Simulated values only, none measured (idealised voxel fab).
Process module heading - voxel self aligned vias
It is cross-section cut that appears here, measuring 220 nm in width, its square cells being 5 nm in size.
Just so we're on the same page, the cross-sections are grids of square cells, and they're listed out in bands top to bottom, each band one or more rows deep.
The entry gives the band's vertical extent as a top height and a bottom height in nm, then its horizontal make-up as materials from left to right, each with a width in nm. "blank" stands for empty space; a single material marked "all across" fills the band edge to edge.
Heads up on the height convention: 0 is the point under which the incoming wafer is all one material, and the lowest band has no bottom, it just keeps going down, like "top 0, no bottom".
Read "30 to 40" as a graded width: first number on top, second number at the bottom, same change between each pair of neighbouring rows.
It should be understood that the words "no change", when stated for a given step, signify that the cross-section underwent no change in any of its cells during that step.
If an empty space has no open way to the top and is at least 8 cells in size, "Unvented voids" lists it, written width x height at distance, where distance is measured from the left edge and every value is in nm.
On a step's line, text after the settings is the simulator commenting on that step.
overlay nm: for a step with a mask, the amount by which the mask lay right of where it was planned; a negative amount means left of it.
Each pair below shows a cross-section before one step and the cross-section after it, down to the lowest band that changed. The line under each pair gives the step between them, with its settings. The pairs can come from different runs of this module on the same starting wafer, so a pair continues from the pair above only where its "Pre-process state" says so.
Pre-process state:
> top 0, no bottom  Si all across
> Unvented voids: none
Section After Processing:
> top 10, bottom 0  SiO2 all across
> No changes below 0.
> Unvented voids: none
Intermediate step for the cross-sections above: CONFORMAL_DEP: material SiO2, thk nm 10
Pre-process state: The cross-section prior to this step is the one presented after the step of the pair immediately above.
Section After Processing:
> top 15, bottom 10  SiCN all across
> No changes below 10.
> Unvented voids: none
Intermediate step for the cross-sections above: CONFORMAL_DEP: material SiCN, thk nm 5
Pre-process state: The cross-section prior to this step is the one presented after the step of the pair immediately above.
Section After Processing:
> top 40, bottom 15  lowk all across
> No changes below 15.
> Unvented voids: none
Intermediate step for the cross-sections above: DIRECTIONAL_DEP: material lowk, thk nm 25
Pre-process state: The cross-section prior to this step is the one presented after the step of the pair immediately above.
Section After Processing:
> top 55, bottom 40  70 resist, 20 blank, 35 resist, 20 blank, 75 resist
> No changes below 40.
> Unvented voids: none
Intermediate step for the cross-sections above: PATTERN: tone open, mask id LINES, material resist, width nm 20, pitch nm 55, thk nm 15, overlay nm 0
Pre-process state: The cross-section prior to this step is the one presented after the step of the pair immediately above.
Section After Processing:
> top 55, bottom 40  70 resist, 20 blank, 35 resist, 20 blank, 75 resist
> top 40, bottom 15  70 lowk, 20 blank, 35 lowk, 20 blank, 75 lowk
> No changes below 15.
> Unvented voids: none
Intermediate step for the cross-sections above: DIRECTIONAL_ETCH: etch materials lowk, depth nm 25
Pre-process state: The cross-section prior to this step is the one presented after the step of the pair immediately above.
Section After Processing:
> top 40, bottom 15  70 lowk, 20 blank, 35 lowk, 20 blank, 75 lowk
> No changes below 15.
> Unvented voids: none
Intermediate step for the cross-sections above: STRIP: etch materials resist
Pre-process state: The cross-section prior to this step is the one presented after the step of the pair immediately above.
Section After Processing:
> top 45, bottom 40  75 TiN, 10 blank, 45 TiN, 10 blank, 80 TiN
> top 40, bottom 20  70 lowk, 5 TiN, 10 blank, 5 TiN, 35 lowk, 5 TiN, 10 blank, 5 TiN, 75 lowk
> top 20, bottom 15  70 lowk, 20 TiN, 35 lowk, 20 TiN, 75 lowk
> No changes below 15.
> Unvented voids: none
Intermediate step for the cross-sections above: CONFORMAL_DEP: material TiN, thk nm 5
Pre-process state: The cross-section prior to this step is the one presented after the step of the pair immediately above.
Section After Processing:
> top 50, bottom 45  Ru all across
> top 45, bottom 40  75 TiN, 10 Ru, 45 TiN, 10 Ru, 80 TiN
> top 40, bottom 20  70 lowk, 5 TiN, 10 Ru, 5 TiN, 35 lowk, 5 TiN, 10 Ru, 5 TiN, 75 lowk
> No changes below 20.
> Unvented voids: none
Intermediate step for the cross-sections above: FILL_DEP: material Ru, thk nm 5
Pre-process state: The cross-section prior to this step is the one presented after the step of the pair immediately above.
Section After Processing:
> top 40, bottom 20  70 lowk, 5 TiN, 10 Ru, 5 TiN, 35 lowk, 5 TiN, 10 Ru, 5 TiN, 75 lowk
> No changes below 20.
> Unvented voids: none
Intermediate step for the cross-sections above: CMP: height nm 40
Pre-process state: The cross-section prior to this step is the one presented after the step of the pair immediately above.
Section After Processing:
> top 40, bottom 30  70 lowk, 20 blank, 35 lowk, 20 blank, 75 lowk
> No changes below 30.
> Unvented voids: none
Intermediate step for the cross-sections above: SELECTIVE_ETCH: etch materials W Ru TiN, depth nm 10
Pre-process state: The cross-section prior to this step is the one presented after the step of the pair immediately above.
Section After Processing:
> top 50, bottom 40  SiN all across
> top 40, bottom 30  70 lowk, 20 SiN, 35 lowk, 20 SiN, 75 lowk
> No changes below 30.
> Unvented voids: none
Intermediate step for the cross-sections above: FILL_DEP: material SiN, thk nm 10
Pre-process state: The cross-section prior to this step is the one presented after the step of the pair immediately above.
Section After Processing:
> top 40, bottom 30  70 lowk, 20 SiN, 35 lowk, 20 SiN, 75 lowk
> No changes below 30.
> Unvented voids: none
Intermediate step for the cross-sections above: CMP: height nm 40
Pre-process state: The cross-section prior to this step is the one presented after the step of the pair immediately above.
Section After Processing:
> top 60, bottom 40  lowk all across
> No changes below 40.
> Unvented voids: none
Intermediate step for the cross-sections above: DIRECTIONAL_DEP: material lowk, thk nm 20
Pre-process state: The cross-section prior to this step is the one presented after the step of the pair immediately above.
Section After Processing:
> top 60, bottom 40  60 lowk, 40 blank, 120 lowk
> No changes below 40.
> Unvented voids: none
Intermediate step for the cross-sections above: MASKED_ETCH: tone open, mask id VIAS, width nm 40, etch materials lowk, depth nm 20, overlay nm 0
Pre-process state: The cross-section prior to this step is the one presented after the step of the pair immediately above.
Section After Processing:
> top 60, bottom 40  60 lowk, 40 blank, 120 lowk
> top 40, bottom 30  70 lowk, 20 blank, 35 lowk, 20 SiN, 75 lowk
> No changes below 30.
> Unvented voids: none
Intermediate step for the cross-sections above: MASKED_ETCH: tone open, mask id VIAS, width nm 40, etch materials SiN, depth nm 10, overlay nm 0
Pre-process state: The cross-section prior to this step is the one presented after the step of the pair immediately above.
Section After Processing:
> top 65, bottom 60  65 TiN, 30 blank, 125 TiN
> top 60, bottom 45  60 lowk, 5 TiN, 30 blank, 5 TiN, 120 lowk
> top 45, bottom 40  60 lowk, 15 TiN, 10 blank, 15 TiN, 120 lowk
> top 40, bottom 35  70 lowk, 5 TiN, 10 blank, 5 TiN, 35 lowk, 20 SiN, 75 lowk
> top 35, bottom 30  70 lowk, 20 TiN, 35 lowk, 20 SiN, 75 lowk
> No changes below 30.
> Unvented voids: none
Intermediate step for the cross-sections above: CONFORMAL_DEP: material TiN, thk nm 5
Pre-process state: The cross-section prior to this step is the one presented after the step of the pair immediately above.
Section After Processing:
> top 75, bottom 65  W all across
> top 65, bottom 60  65 TiN, 30 W, 125 TiN
> top 60, bottom 45  60 lowk, 5 TiN, 30 W, 5 TiN, 120 lowk
> top 45, bottom 40  60 lowk, 15 TiN, 10 W, 15 TiN, 120 lowk
> top 40, bottom 35  70 lowk, 5 TiN, 10 W, 5 TiN, 35 lowk, 20 SiN, 75 lowk
> No changes below 35.
> Unvented voids: none
Intermediate step for the cross-sections above: FILL_DEP: material W, thk nm 10
Pre-process state: The cross-section prior to this step is the one presented after the step of the pair immediately above.
Section After Processing:
> top 60, bottom 45  60 lowk, 5 TiN, 30 W, 5 TiN, 120 lowk
> No changes below 45.
> Unvented voids: none
Intermediate step for the cross-sections above: CMP: height nm 60
Pre-process state: The cross-section prior to this step is the one presented after the step of the pair immediately above.
Section After Processing:
> top 65, bottom 60  SiCN all across
> No changes below 60.
> Unvented voids: none
Intermediate step for the cross-sections above: CONFORMAL_DEP: material SiCN, thk nm 5
Pre-process state:
> top 0, no bottom  Si all across
> Unvented voids: none
Section After Processing:
> top 5, bottom 0  SiCN all across
> No changes below 0.
> Unvented voids: none
Intermediate step for the cross-sections above: CONFORMAL_DEP: material SiCN, thk nm 5
Pre-process state: The cross-section prior to this step is the one presented after the step of the pair immediately above.
Section After Processing:
> top 30, bottom 5  lowk all across
> No changes below 5.
> Unvented voids: none
Intermediate step for the cross-sections above: DIRECTIONAL_DEP: material lowk, thk nm 25
Pre-process state: The cross-section prior to this step is the one presented after the step of the pair immediately above.
Section After Processing:
> top 45, bottom 30  70 resist, 20 blank, 35 resist, 20 blank, 75 resist
> No changes below 30.
> Unvented voids: none
Intermediate step for the cross-sections above: PATTERN: tone open, mask id LINES, material resist, width nm 20, pitch nm 55, thk nm 15, overlay nm 0
Pre-process state: The cross-section prior to this step is the one presented after the step of the pair immediately above.
Section After Processing:
> top 45, bottom 30  70 resist, 20 blank, 35 resist, 20 blank, 75 resist
> top 30, bottom 5  70 lowk, 20 blank, 35 lowk, 20 blank, 75 lowk
> No changes below 5.
> Unvented voids: none
Intermediate step for the cross-sections above: DIRECTIONAL_ETCH: etch materials lowk, depth nm 25
Pre-process state: The cross-section prior to this step is the one presented after the step of the pair immediately above.
Section After Processing:
> top 30, bottom 5  70 lowk, 20 blank, 35 lowk, 20 blank, 75 lowk
> No changes below 5.
> Unvented voids: none
Intermediate step for the cross-sections above: STRIP: etch materials resist
Pre-process state: The cross-section prior to this step is the one presented after the step of the pair immediately above.
Section After Processing:
> top 35, bottom 30  75 TiN, 10 blank, 45 TiN, 10 blank, 80 TiN
> top 30, bottom 10  70 lowk, 5 TiN, 10 blank, 5 TiN, 35 lowk, 5 TiN, 10 blank, 5 TiN, 75 lowk
> top 10, bottom 5  70 lowk, 20 TiN, 35 lowk, 20 TiN, 75 lowk
> No changes below 5.
> Unvented voids: none
Intermediate step for the cross-sections above: CONFORMAL_DEP: material TiN, thk nm 5
Pre-process state: The cross-section prior to this step is the one presented after the step of the pair immediately above.
Section After Processing:
> top 40, bottom 35  Ru all across
> top 35, bottom 30  75 TiN, 10 Ru, 45 TiN, 10 Ru, 80 TiN
> top 30, bottom 10  70 lowk, 5 TiN, 10 Ru, 5 TiN, 35 lowk, 5 TiN, 10 Ru, 5 TiN, 75 lowk
> No changes below 10.
> Unvented voids: none
Intermediate step for the cross-sections above: FILL_DEP: material Ru, thk nm 5
Pre-process state: The cross-section prior to this step is the one presented after the step of the pair immediately above.
Section After Processing:
> top 30, bottom 10  70 lowk, 5 TiN, 10 Ru, 5 TiN, 35 lowk, 5 TiN, 10 Ru, 5 TiN, 75 lowk
> No changes below 10.
> Unvented voids: none
Intermediate step for the cross-sections above: SELECTIVE_ETCH: etch materials W Ru TiN, depth nm 10
Pre-process state: The cross-section prior to this step is the one presented after the step of the pair immediately above.
Section After Processing:
> top 40, bottom 30  SiN all across
> No changes below 30.
> Unvented voids: none
Intermediate step for the cross-sections above: FILL_DEP: material SiN, thk nm 10
Pre-process state: The cross-section prior to this step is the one presented after the step of the pair immediately above.
Section After Processing:
> top 60, bottom 40  lowk all across
> No changes below 40.
> Unvented voids: none
Intermediate step for the cross-sections above: DIRECTIONAL_DEP: material lowk, thk nm 20
Pre-process state: The cross-section prior to this step is the one presented after the step of the pair immediately above.
Section After Processing:
> top 60, bottom 40  60 lowk, 40 blank, 120 lowk
> No changes below 40.
> Unvented voids: none
Intermediate step for the cross-sections above: MASKED_ETCH: tone open, mask id VIAS, width nm 40, etch materials lowk, depth nm 20, overlay nm 0
Pre-process state: The cross-section prior to this step is the one presented after the step of the pair immediately above.
Section After Processing:
> top 60, bottom 40  60 lowk, 40 blank, 120 lowk
> top 40, bottom 30  60 SiN, 40 blank, 120 SiN
> No changes below 30.
> Unvented voids: none
Intermediate step for the cross-sections above: MASKED_ETCH: tone open, mask id VIAS, width nm 40, etch materials SiN, depth nm 10, overlay nm 0
Pre-process state: The cross-section prior to this step is the one presented after the step of the pair immediately above.
Section After Processing:
> top 65, bottom 60  65 TiN, 30 blank, 125 TiN
> top 60, bottom 40  60 lowk, 5 TiN, 30 blank, 5 TiN, 120 lowk
> top 40, bottom 35  60 SiN, 5 TiN, 30 blank, 5 TiN, 120 SiN
> top 35, bottom 30  60 SiN, 40 TiN, 120 SiN
> No changes below 30.
> Unvented voids: none
Intermediate step for the cross-sections above: CONFORMAL_DEP: material TiN, thk nm 5
Pre-process state: The cross-section prior to this step is the one presented after the step of the pair immediately above.
Section After Processing:
> top 75, bottom 65  W all across
> top 65, bottom 60  65 TiN, 30 W, 125 TiN
> top 60, bottom 40  60 lowk, 5 TiN, 30 W, 5 TiN, 120 lowk
> top 40, bottom 35  60 SiN, 5 TiN, 30 W, 5 TiN, 120 SiN
> No changes below 35.
> Unvented voids: none
Intermediate step for the cross-sections above: FILL_DEP: material W, thk nm 10
Pre-process state: The cross-section prior to this step is the one presented after the step of the pair immediately above.
Section After Processing:
> top 60, bottom 40  60 lowk, 5 TiN, 30 W, 5 TiN, 120 lowk
> No changes below 40.
> Unvented voids: none
Intermediate step for the cross-sections above: CMP: height nm 60
Pre-process state: The cross-section prior to this step is the one presented after the step of the pair immediately above.
Section After Processing:
> top 65, bottom 60  SiCN all across
> No changes below 60.
> Unvented voids: none
Intermediate step for the cross-sections above: CONFORMAL_DEP: material SiCN, thk nm 5
Pre-process state:
> top 60, bottom 40  60 lowk, 40 blank, 120 lowk
> top 40, bottom 30  70 lowk, 20 SiN, 35 lowk, 20 SiN, 75 lowk
> top 30, bottom 20  70 lowk, 5 TiN, 10 Ru, 5 TiN, 35 lowk, 5 TiN, 10 Ru, 5 TiN, 75 lowk
> top 20, bottom 15  70 lowk, 20 TiN, 35 lowk, 20 TiN, 75 lowk
> top 15, bottom 10  SiCN all across
> top 10, bottom 0  SiO2 all across
> top 0, no bottom  Si all across
> Unvented voids: none
Section After Processing:
> top 60, bottom 40  60 lowk, 40 blank, 120 lowk
> top 40, bottom 30  60 lowk, 10 blank, 20 SiN, 10 blank, 25 lowk, 20 SiN, 75 lowk
> top 30, bottom 20  60 lowk, 10 blank, 5 TiN, 10 Ru, 5 TiN, 10 blank, 25 lowk, 5 TiN, 10 Ru, 5 TiN, 75 lowk
> No changes below 20.
> Unvented voids: none
Intermediate step for the cross-sections above: MASKED_ETCH: tone open, mask id VIAS, width nm 40, etch materials lowk, depth nm 20, overlay nm 0
Pre-process state: The cross-section prior to this step is the one presented after the step of the pair immediately above.
Section After Processing:
> top 60, bottom 40  60 lowk, 40 blank, 120 lowk
> top 40, bottom 30  60 lowk, 40 blank, 25 lowk, 20 SiN, 75 lowk
> No changes below 30.
> Unvented voids: none
Intermediate step for the cross-sections above: MASKED_ETCH: tone open, mask id VIAS, width nm 40, etch materials SiN, depth nm 10, overlay nm 0
Pre-process state: The cross-section prior to this step is the one presented after the step of the pair immediately above.
Section After Processing:
> top 65, bottom 60  65 TiN, 30 blank, 125 TiN
> top 60, bottom 40  60 lowk, 5 TiN, 30 blank, 5 TiN, 120 lowk
> top 40, bottom 35  60 lowk, 5 TiN, 30 blank, 5 TiN, 25 lowk, 20 SiN, 75 lowk
> top 35, bottom 30  60 lowk, 40 TiN, 25 lowk, 20 SiN, 75 lowk
> top 30, bottom 20  60 lowk, 15 TiN, 10 Ru, 15 TiN, 25 lowk, 5 TiN, 10 Ru, 5 TiN, 75 lowk
> No changes below 20.
> Unvented voids: none
Intermediate step for the cross-sections above: CONFORMAL_DEP: material TiN, thk nm 5
Pre-process state: The cross-section prior to this step is the one presented after the step of the pair immediately above.
Section After Processing:
> top 75, bottom 65  W all across
> top 65, bottom 60  65 TiN, 30 W, 125 TiN
> top 60, bottom 40  60 lowk, 5 TiN, 30 W, 5 TiN, 120 lowk
> top 40, bottom 35  60 lowk, 5 TiN, 30 W, 5 TiN, 25 lowk, 20 SiN, 75 lowk
> No changes below 35.
> Unvented voids: none
Intermediate step for the cross-sections above: FILL_DEP: material W, thk nm 10
Pre-process state: The cross-section prior to this step is the one presented after the step of the pair immediately above.
Section After Processing:
> top 60, bottom 40  60 lowk, 5 TiN, 30 W, 5 TiN, 120 lowk
> No changes below 40.
> Unvented voids: none
Intermediate step for the cross-sections above: CMP: height nm 60
Pre-process state: The cross-section prior to this step is the one presented after the step of the pair immediately above.
Section After Processing:
> top 65, bottom 60  SiCN all across
> No changes below 60.
> Unvented voids: none
Intermediate step for the cross-sections above: CONFORMAL_DEP: material SiCN, thk nm 5
Pre-process state:
> top 5, bottom 0  SiCN all across
> top 0, no bottom  Si all across
> Unvented voids: none
Section After Processing:
> top 15, bottom 5  SiO2 all across
> No changes below 5.
> Unvented voids: none
Intermediate step for the cross-sections above: CONFORMAL_DEP: material SiO2, thk nm 10
Pre-process state: The cross-section prior to this step is the one presented after the step of the pair immediately above.
Section After Processing:
> top 40, bottom 15  lowk all across
> No changes below 15.
> Unvented voids: none
Intermediate step for the cross-sections above: DIRECTIONAL_DEP: material lowk, thk nm 25
Pre-process state: The cross-section prior to this step is the one presented after the step of the pair immediately above.
Section After Processing:
> top 55, bottom 40  70 resist, 20 blank, 35 resist, 20 blank, 75 resist
> No changes below 40.
> Unvented voids: none
Intermediate step for the cross-sections above: PATTERN: tone open, mask id LINES, material resist, width nm 20, pitch nm 55, thk nm 15, overlay nm 0
Pre-process state: The cross-section prior to this step is the one presented after the step of the pair immediately above.
Section After Processing:
> top 55, bottom 40  70 resist, 20 blank, 35 resist, 20 blank, 75 resist
> top 40, bottom 15  70 lowk, 20 blank, 35 lowk, 20 blank, 75 lowk
> No changes below 15.
> Unvented voids: none
Intermediate step for the cross-sections above: DIRECTIONAL_ETCH: etch materials lowk, depth nm 25
Pre-process state: The cross-section prior to this step is the one presented after the step of the pair immediately above.
Section After Processing:
> top 40, bottom 15  70 lowk, 20 blank, 35 lowk, 20 blank, 75 lowk
> No changes below 15.
> Unvented voids: none
Intermediate step for the cross-sections above: STRIP: etch materials resist
Pre-process state: The cross-section prior to this step is the one presented after the step of the pair immediately above.
Section After Processing:
> top 45, bottom 40  75 TiN, 10 blank, 45 TiN, 10 blank, 80 TiN
> top 40, bottom 20  70 lowk, 5 TiN, 10 blank, 5 TiN, 35 lowk, 5 TiN, 10 blank, 5 TiN, 75 lowk
> top 20, bottom 15  70 lowk, 20 TiN, 35 lowk, 20 TiN, 75 lowk
> No changes below 15.
> Unvented voids: none
Intermediate step for the cross-sections above: CONFORMAL_DEP: material TiN, thk nm 5
Pre-process state: The cross-section prior to this step is the one presented after the step of the pair immediately above.
Section After Processing:
> top 50, bottom 45  Ru all across
> top 45, bottom 40  75 TiN, 10 Ru, 45 TiN, 10 Ru, 80 TiN
> top 40, bottom 20  70 lowk, 5 TiN, 10 Ru, 5 TiN, 35 lowk, 5 TiN, 10 Ru, 5 TiN, 75 lowk
> No changes below 20.
> Unvented voids: none
Intermediate step for the cross-sections above: FILL_DEP: material Ru, thk nm 5
Pre-process state: The cross-section prior to this step is the one presented after the step of the pair immediately above.
Section After Processing:
> top 40, bottom 20  70 lowk, 5 TiN, 10 Ru, 5 TiN, 35 lowk, 5 TiN, 10 Ru, 5 TiN, 75 lowk
> No changes below 20.
> Unvented voids: none
Intermediate step for the cross-sections above: CMP: height nm 40
Pre-process state: The cross-section prior to this step is the one presented after the step of the pair immediately above.
Section After Processing:
> top 40, bottom 30  70 lowk, 20 blank, 35 lowk, 20 blank, 75 lowk
> No changes below 30.
> Unvented voids: none
Intermediate step for the cross-sections above: SELECTIVE_ETCH: etch materials W Ru TiN, depth nm 10
Pre-process state: The cross-section prior to this step is the one presented after the step of the pair immediately above.
Section After Processing:
> top 50, bottom 40  SiN all across
> top 40, bottom 30  70 lowk, 20 SiN, 35 lowk, 20 SiN, 75 lowk
> No changes below 30.
> Unvented voids: none
Intermediate step for the cross-sections above: FILL_DEP: material SiN, thk nm 10
Pre-process state: The cross-section prior to this step is the one presented after the step of the pair immediately above.
Section After Processing:
> top 40, bottom 30  70 lowk, 20 SiN, 35 lowk, 20 SiN, 75 lowk
> No changes below 30.
> Unvented voids: none
Intermediate step for the cross-sections above: CMP: height nm 40
Pre-process state: The cross-section prior to this step is the one presented after the step of the pair immediately above.
Section After Processing:
> top 60, bottom 40  lowk all across
> No changes below 40.
> Unvented voids: none
Intermediate step for the cross-sections above: DIRECTIONAL_DEP: material lowk, thk nm 20
Pre-process state: The cross-section prior to this step is the one presented after the step of the pair immediately above.
Section After Processing:
> top 60, bottom 40  60 lowk, 40 blank, 120 lowk
> No changes below 40.
> Unvented voids: none
Intermediate step for the cross-sections above: MASKED_ETCH: tone open, mask id VIAS, width nm 40, etch materials lowk, depth nm 20, overlay nm 0
Pre-process state: The cross-section prior to this step is the one presented after the step of the pair immediately above.
Section After Processing:
> top 60, bottom 40  60 lowk, 40 blank, 120 lowk
> top 40, bottom 30  70 lowk, 20 blank, 35 lowk, 20 SiN, 75 lowk
> No changes below 30.
> Unvented voids: none
Intermediate step for the cross-sections above: MASKED_ETCH: tone open, mask id VIAS, width nm 40, etch materials SiN, depth nm 10, overlay nm 0
Pre-process state: The cross-section prior to this step is the one presented after the step of the pair immediately above.
Section After Processing:
> top 65, bottom 60  65 TiN, 30 blank, 125 TiN
> top 60, bottom 45  60 lowk, 5 TiN, 30 blank, 5 TiN, 120 lowk
> top 45, bottom 40  60 lowk, 15 TiN, 10 blank, 15 TiN, 120 lowk
> top 40, bottom 35  70 lowk, 5 TiN, 10 blank, 5 TiN, 35 lowk, 20 SiN, 75 lowk
> top 35, bottom 30  70 lowk, 20 TiN, 35 lowk, 20 SiN, 75 lowk
> No changes below 30.
> Unvented voids: none
Intermediate step for the cross-sections above: CONFORMAL_DEP: material TiN, thk nm 5
Pre-process state: The cross-section prior to this step is the one presented after the step of the pair immediately above.
Section After Processing:
> top 75, bottom 65  W all across
> top 65, bottom 60  65 TiN, 30 W, 125 TiN
> top 60, bottom 45  60 lowk, 5 TiN, 30 W, 5 TiN, 120 lowk
> top 45, bottom 40  60 lowk, 15 TiN, 10 W, 15 TiN, 120 lowk
> top 40, bottom 35  70 lowk, 5 TiN, 10 W, 5 TiN, 35 lowk, 20 SiN, 75 lowk
> No changes below 35.
> Unvented voids: none
Intermediate step for the cross-sections above: FILL_DEP: material W, thk nm 10
Pre-process state: The cross-section prior to this step is the one presented after the step of the pair immediately above.
Section After Processing:
> top 60, bottom 45  60 lowk, 5 TiN, 30 W, 5 TiN, 120 lowk
> No changes below 45.
> Unvented voids: none
Intermediate step for the cross-sections above: CMP: height nm 60
Pre-process state: The cross-section prior to this step is the one presented after the step of the pair immediately above.
Section After Processing:
> top 65, bottom 60  SiCN all across
> No changes below 60.
> Unvented voids: none
Intermediate step for the cross-sections above: CONFORMAL_DEP: material SiCN, thk nm 5
Pre-process state:
> top 75, bottom 65  W all across
> top 65, bottom 60  65 TiN, 30 W, 125 TiN
> top 60, bottom 45  60 lowk, 5 TiN, 30 W, 5 TiN, 120 lowk
> top 45, bottom 40  60 lowk, 15 TiN, 10 W, 15 TiN, 120 lowk
> top 40, bottom 35  70 lowk, 5 TiN, 10 W, 5 TiN, 35 lowk, 20 SiN, 75 lowk
> top 35, bottom 30  70 lowk, 20 TiN, 35 lowk, 20 SiN, 75 lowk
> top 30, bottom 20  70 lowk, 5 TiN, 10 Ru, 5 TiN, 35 lowk, 5 TiN, 10 Ru, 5 TiN, 75 lowk
> top 20, bottom 15  70 lowk, 20 TiN, 35 lowk, 20 TiN, 75 lowk
> top 15, bottom 10  SiCN all across
> top 10, bottom 0  SiO2 all across
> top 0, no bottom  Si all across
> Unvented voids: none
Section After Processing:
> top 55, bottom 45  60 lowk, 5 TiN, 30 W, 5 TiN, 120 lowk
> No changes below 45.
> Unvented voids: none
Intermediate step for the cross-sections above: CMP: height nm 55
Pre-process state: The cross-section prior to this step is the one presented after the step of the pair immediately above.
Section After Processing:
> top 60, bottom 55  SiCN all across
> No changes below 55.
> Unvented voids: none
Intermediate step for the cross-sections above: CONFORMAL_DEP: material SiCN, thk nm 5
Pre-process state:
> top 40, bottom 15  lowk all across
> top 15, bottom 10  SiCN all across
> top 10, bottom 0  SiO2 all across
> top 0, no bottom  Si all across
> Unvented voids: none
Section After Processing:
> top 55, bottom 40  65 resist, 30 blank, 25 resist, 30 blank, 70 resist
> No changes below 40.
> Unvented voids: none
Intermediate step for the cross-sections above: PATTERN: tone open, mask id LINES, material resist, width nm 30, pitch nm 55, thk nm 15, overlay nm 0
Pre-process state: The cross-section prior to this step is the one presented after the step of the pair immediately above.
Section After Processing:
> top 55, bottom 40  65 resist, 30 blank, 25 resist, 30 blank, 70 resist
> top 40, bottom 15  65 lowk, 30 blank, 25 lowk, 30 blank, 70 lowk
> No changes below 15.
> Unvented voids: none
Intermediate step for the cross-sections above: DIRECTIONAL_ETCH: etch materials lowk, depth nm 25
Pre-process state: The cross-section prior to this step is the one presented after the step of the pair immediately above.
Section After Processing:
> top 40, bottom 15  65 lowk, 30 blank, 25 lowk, 30 blank, 70 lowk
> No changes below 15.
> Unvented voids: none
Intermediate step for the cross-sections above: STRIP: etch materials resist
Pre-process state: The cross-section prior to this step is the one presented after the step of the pair immediately above.
Section After Processing:
> top 45, bottom 40  70 TiN, 20 blank, 35 TiN, 20 blank, 75 TiN
> top 40, bottom 20  65 lowk, 5 TiN, 20 blank, 5 TiN, 25 lowk, 5 TiN, 20 blank, 5 TiN, 70 lowk
> top 20, bottom 15  65 lowk, 30 TiN, 25 lowk, 30 TiN, 70 lowk
> No changes below 15.
> Unvented voids: none
Intermediate step for the cross-sections above: CONFORMAL_DEP: material TiN, thk nm 5
Pre-process state: The cross-section prior to this step is the one presented after the step of the pair immediately above.
Section After Processing:
> top 50, bottom 45  Ru all across
> top 45, bottom 40  70 TiN, 20 Ru, 35 TiN, 20 Ru, 75 TiN
> top 40, bottom 20  65 lowk, 5 TiN, 20 Ru, 5 TiN, 25 lowk, 5 TiN, 20 Ru, 5 TiN, 70 lowk
> No changes below 20.
> Unvented voids: none
Intermediate step for the cross-sections above: FILL_DEP: material Ru, thk nm 5
Pre-process state: The cross-section prior to this step is the one presented after the step of the pair immediately above.
Section After Processing:
> top 40, bottom 20  65 lowk, 5 TiN, 20 Ru, 5 TiN, 25 lowk, 5 TiN, 20 Ru, 5 TiN, 70 lowk
> No changes below 20.
> Unvented voids: none
Intermediate step for the cross-sections above: CMP: height nm 40
Pre-process state: The cross-section prior to this step is the one presented after the step of the pair immediately above.
Section After Processing:
> top 40, bottom 30  65 lowk, 30 blank, 25 lowk, 30 blank, 70 lowk
> No changes below 30.
> Unvented voids: none
Intermediate step for the cross-sections above: SELECTIVE_ETCH: etch materials W Ru TiN, depth nm 10
Pre-process state: The cross-section prior to this step is the one presented after the step of the pair immediately above.
Section After Processing:
> top 50, bottom 40  SiN all across
> top 40, bottom 30  65 lowk, 30 SiN, 25 lowk, 30 SiN, 70 lowk
> No changes below 30.
> Unvented voids: none
Intermediate step for the cross-sections above: FILL_DEP: material SiN, thk nm 10
Pre-process state: The cross-section prior to this step is the one presented after the step of the pair immediately above.
Section After Processing:
> top 40, bottom 30  65 lowk, 30 SiN, 25 lowk, 30 SiN, 70 lowk
> No changes below 30.
> Unvented voids: none
Intermediate step for the cross-sections above: CMP: height nm 40
Pre-process state: The cross-section prior to this step is the one presented after the step of the pair immediately above.
Section After Processing:
> top 60, bottom 40  lowk all across
> No changes below 40.
> Unvented voids: none
Intermediate step for the cross-sections above: DIRECTIONAL_DEP: material lowk, thk nm 20
Pre-process state: The cross-section prior to this step is the one presented after the step of the pair immediately above.
Section After Processing:
> top 60, bottom 40  60 lowk, 40 blank, 120 lowk
> No changes below 40.
> Unvented voids: none
Intermediate step for the cross-sections above: MASKED_ETCH: tone open, mask id VIAS, width nm 40, etch materials lowk, depth nm 20, overlay nm 0
Pre-process state: The cross-section prior to this step is the one presented after the step of the pair immediately above.
Section After Processing:
> top 60, bottom 40  60 lowk, 40 blank, 120 lowk
> top 40, bottom 30  65 lowk, 30 blank, 25 lowk, 30 SiN, 70 lowk
> No changes below 30.
> Unvented voids: none
Intermediate step for the cross-sections above: MASKED_ETCH: tone open, mask id VIAS, width nm 40, etch materials SiN, depth nm 10, overlay nm 0
Pre-process state: The cross-section prior to this step is the one presented after the step of the pair immediately above.
Section After Processing:
> top 65, bottom 60  65 TiN, 30 blank, 125 TiN
> top 60, bottom 45  60 lowk, 5 TiN, 30 blank, 5 TiN, 120 lowk
> top 45, bottom 40  60 lowk, 10 TiN, 20 blank, 10 TiN, 120 lowk
> top 40, bottom 35  65 lowk, 5 TiN, 20 blank, 5 TiN, 25 lowk, 30 SiN, 70 lowk
> top 35, bottom 30  65 lowk, 30 TiN, 25 lowk, 30 SiN, 70 lowk
> No changes below 30.
> Unvented voids: none
Intermediate step for the cross-sections above: CONFORMAL_DEP: material TiN, thk nm 5
Pre-process state: The cross-section prior to this step is the one presented after the step of the pair immediately above.
Section After Processing:
> top 75, bottom 65  W all across
> top 65, bottom 60  65 TiN, 30 W, 125 TiN
> top 60, bottom 45  60 lowk, 5 TiN, 30 W, 5 TiN, 120 lowk
> top 45, bottom 40  60 lowk, 10 TiN, 20 W, 10 TiN, 120 lowk
> top 40, bottom 35  65 lowk, 5 TiN, 20 W, 5 TiN, 25 lowk, 30 SiN, 70 lowk
> No changes below 35.
> Unvented voids: none
Intermediate step for the cross-sections above: FILL_DEP: material W, thk nm 10
Pre-process state: The cross-section prior to this step is the one presented after the step of the pair immediately above.
Section After Processing:
> top 60, bottom 45  60 lowk, 5 TiN, 30 W, 5 TiN, 120 lowk
> No changes below 45.
> Unvented voids: none
Intermediate step for the cross-sections above: CMP: height nm 60
Pre-process state: The cross-section prior to this step is the one presented after the step of the pair immediately above.
Section After Processing:
> top 65, bottom 60  SiCN all across
> No changes below 60.
> Unvented voids: none
Intermediate step for the cross-sections above: CONFORMAL_DEP: material SiCN, thk nm 5
Pre-process state:
> top 60, bottom 40  lowk all across
> top 40, bottom 30  70 lowk, 20 SiN, 35 lowk, 20 SiN, 75 lowk
> top 30, bottom 20  70 lowk, 5 TiN, 10 Ru, 5 TiN, 35 lowk, 5 TiN, 10 Ru, 5 TiN, 75 lowk
> top 20, bottom 15  70 lowk, 20 TiN, 35 lowk, 20 TiN, 75 lowk
> top 15, bottom 10  SiCN all across
> top 10, bottom 0  SiO2 all across
> top 0, no bottom  Si all across
> Unvented voids: none
Section After Processing:
> top 60, bottom 40  70 lowk, 40 blank, 110 lowk
> No changes below 40.
> Unvented voids: none
Intermediate step for the cross-sections above: MASKED_ETCH: tone open, mask id VIAS, width nm 40, etch materials lowk, depth nm 20, overlay nm 10
